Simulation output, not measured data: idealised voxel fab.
process module | voxel double patterning
cross-section cut | 265 nm wide | cells 5 nm
A cross-section is a grid of square cells, given in bands from the top down. A band is one or more rows of cells.
Each band's line starts with the height of the band's top and of its bottom, in nm. Then come its materials from left to right, each with its width in nm. One material with "throughout" fills the band from edge to edge. "air" is empty space.
Height 0 is the level under which the wafer as received is all one material. The lowest band goes on downwards, as in "0 down".
A width such as "30 to 40" changes by the same amount from each row of cells to the next, from the band's top row to its bottom row.
"no change" after a step means that no cell of the cross-section changed.
closed voids: empty space of 8 cells or more with no open way to the top, each as width x height at its distance from the left edge, in nm
after a step's settings: what the simulator itself notes on the step
overlay nm, on a step with a mask: how far to the right of its planned place the mask lay; to the left if negative
plan
1 op RECEIVE | material Si
2 op CONFORMAL_DEP | material SiO2 | thk nm 5
3 op DIRECTIONAL_DEP | material polySi | thk nm 20
4 op DIRECTIONAL_DEP | material SiN | thk nm 5
5 op PATTERN | tone open | mask id FIRST | material resist | width nm 15 | pitch nm 50 | thk nm 15 | overlay nm 0
6 op DIRECTIONAL_ETCH | etch materials SiN | depth nm 5
7 op STRIP | etch materials resist
8 op DIRECTIONAL_DEP | material aC | thk nm 10
9 op PATTERN | tone open | mask id SECOND | material resist | width nm 15 | pitch nm 50 | thk nm 30 | overlay nm 0
10 op DIRECTIONAL_ETCH | etch materials aC | depth nm 10
11 op STRIP | etch materials resist
12 op DIRECTIONAL_ETCH | etch materials SiN | depth nm 5
13 op STRIP | etch materials aC
14 op DIRECTIONAL_ETCH | etch materials polySi | depth nm 20
15 op STRIP | etch materials SiN
as received, after step 1
  0 down: Si throughout
  closed voids: none
first wafer at the end, as planned
  25 to 5: polySi 75 | air 15 | polySi 10 | air 15 | polySi 10 | air 15 | polySi 10 | air 15 | polySi 10 | air 15 | polySi 75
  5 to 0: SiO2 throughout
  0 down: Si throughout
  closed voids: none
second wafer at the end: like start, like plan, one mistake
  20 to 0: polySi 75 | air 15 | polySi 10 | air 15 | polySi 10 | air 15 | polySi 10 | air 15 | polySi 10 | air 15 | polySi 75
  0 down: Si throughout
  closed voids: none
what went wrong: step 2 was left out
at the end the second wafer has, in cells: 53 fewer of SiO2
